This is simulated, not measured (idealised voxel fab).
The process module that follows is named voxel fin reveal.
The cross-section on display is named cut; it measures 165 nm wide, and its cells are 5 nm squares.
Throughout this document, each cross-section is represented as a grid of square cells and is presented as a sequence of bands enumerated from the top downward, where a band comprises one or more rows of cells. For a band, the entry starts with two heights in nm, that of the top and then that of the bottom, and carries on with the band's materials in order from left to right, each alongside its width in nm; the word "everywhere" beside a single material means it fills the band edge to edge, and "air" means empty space. Heads up on the height convention: 0 is the point under which the incoming wafer is all one material, and the lowest band has no bottom, it just keeps going down, like "0 and below". Width: "30 to 40" (first number = top row, second number = bottom row, same change from row to row of cells). You'll sometimes find "no change occurred" written for a step, and that's the way of saying that nowhere in the cross-section did a cell change during that step. If an empty space has no open way to the top and is at least 8 cells in size, "Closed void list" lists it, written width x height at distance, where distance is measured from the left edge and every value is in nm. On a step's line, text after the settings is the simulator commenting on that step. overlay nm: mask offset rightward from planned place, masked step; negative means leftward offset.

THE PROCESS STEPS THAT WERE PLANNED ARE LISTED BELOW
1,RECEIVE | material Si
2,CONFORMAL_DEP | material SiN | thk nm 5
3,MASKED_ETCH | tone cover | mask id FINS | width nm 15 | pitch nm 40 | etch materials SiN | depth nm 5 | overlay nm 0
4,MASKED_ETCH | tone cover | mask id FINS | width nm 15 | pitch nm 40 | etch materials Si | depth nm 40 | overlay nm 0
5,OXIDIZE | depth nm 5
6,FILL_DEP | material SiO2 | thk nm 5
7,CMP | height nm 5
8,SELECTIVE_ETCH | etch materials SiO2 | depth nm 30
9,STRIP | etch materials SiN

WAFER CROSS-SECTION ON RECEIPT, I.E. AFTER STEP 1
* 0 and below  Si everywhere
* Closed void list: none

FIGURE: CROSS-SECTIONAL VIEW OF THE WAFER UPON COMPLETION OF THE MODULE, PROCESSED FROM THE INITIAL STATE AND ACCORDING TO THE PLAN DEPICTED ABOVE, WITH ONE ERROR INTRODUCED DURING EXECUTION
* 0 down to -40  15 of air | 5 of SiO2 | 5 of Si | 5 of SiO2 | 25 of air | 5 of SiO2 | 5 of Si | 5 of SiO2 | 25 of air | 5 of SiO2 | 5 of Si | 5 of SiO2 | 25 of air | 5 of SiO2 | 5 of Si | 5 of SiO2 | 15 of air
* -40 down to -45  20 of SiO2 | 5 of Si | 35 of SiO2 | 5 of Si | 35 of SiO2 | 5 of Si | 35 of SiO2 | 5 of Si | 20 of SiO2
* -45 and below  Si everywhere
* Closed void list: none
Here's what went sideways: step 6 changed vs plan, executed as FILL_DEP | material SiN | thk nm 5
